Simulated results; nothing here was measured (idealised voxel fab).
A process module follows: voxel ribs on slabs.
225 nm wide, 5 nm square cells: that's cross-section cut.
A cross-section is a grid of square cells, given in bands from the top down. A band is one or more rows of cells.
Heads up on the band format: heights come first, top then bottom, in nm. After that it's the materials left to right, each with its width in nm. A single material flagged "edge to edge" fills the whole band edge to edge, and "air" means there's empty space there.
Heads up on the height convention: 0 is the point under which the incoming wafer is all one material, and the lowest band has no bottom, it just keeps going down, like "z 0 and below".
Note: "30..40" means the width goes from the first number (top row of the band) to the second number (bottom row) in equal steps per row of cells.
Step note "no modification" = no cross-section cell changed.
Listed in "Closed void entries": every empty space of 8 or more cells without an open way to the top. Form: width x height at distance, the distance being from the left edge, all in nm.
Read whatever lies past the settings on a step's line as the simulator's own remark about the step.
Regarding "overlay nm": on a step with a mask, it is the distance the mask lay to the right of its planned place; a negative value places it to the left.
Listed below are the process steps as planned
1. op RECEIVE | material Si
2. op DIRECTIONAL_DEP | material SiO2 | thk nm 30
3. op DIRECTIONAL_DEP | material SiN | thk nm 25
4. op PATTERN | tone cover | mask id RIB | material resist | width nm 20 | thk nm 20 | overlay nm 0
5. op DIRECTIONAL_ETCH | etch materials SiN | depth nm 10
6. op STRIP | etch materials resist
7. op MASKED_ETCH | tone cover | mask id SLAB | width nm 80 | etch materials SiN | depth nm 15 | overlay nm 0
8. op FILL_DEP | material SiO2 | thk nm 25
9. op CMP | height nm 70
10. op DIRECTIONAL_DEP | material TiN | thk nm 10
11. op PATTERN | tone cover | mask id HEATER | material resist | width nm 30 | thk nm 15 | overlay nm 0
12. op DIRECTIONAL_ETCH | etch materials TiN | depth nm 10
13. op STRIP | etch materials resist
14. op CONFORMAL_DEP | material SiO2 | thk nm 5
as received, after step 1
    z 0 and below = Si edge to edge
    Closed void entries: none
This is how the wafer looks in cross-section once the module is done, given the starting state and plan above and one mistake in carrying the plan out
    z 85 to 80 = 90 air | 40 SiO2 | 95 air
    z 80 to 75 = 90 air | 5 SiO2 | 30 TiN | 5 SiO2 | 95 air
    z 75 to 70 = 95 SiO2 | 30 TiN | 100 SiO2
    z 70 to 55 = SiO2 edge to edge
    z 55 to 45 = 70 SiO2 | 30 SiN | 20 SiO2 | 30 SiN | 75 SiO2
    z 45 to 40 = 70 SiO2 | 80 SiN | 75 SiO2
    z 40 to 30 = SiN edge to edge
    z 30 to 0 = SiO2 edge to edge
    z 0 and below = Si edge to edge
    Closed void entries: none
Error vs. plan: planned and actual differ for step 4; actual: op PATTERN | tone open | mask id RIB | material resist | width nm 20 | thk nm 20 | overlay nm 0
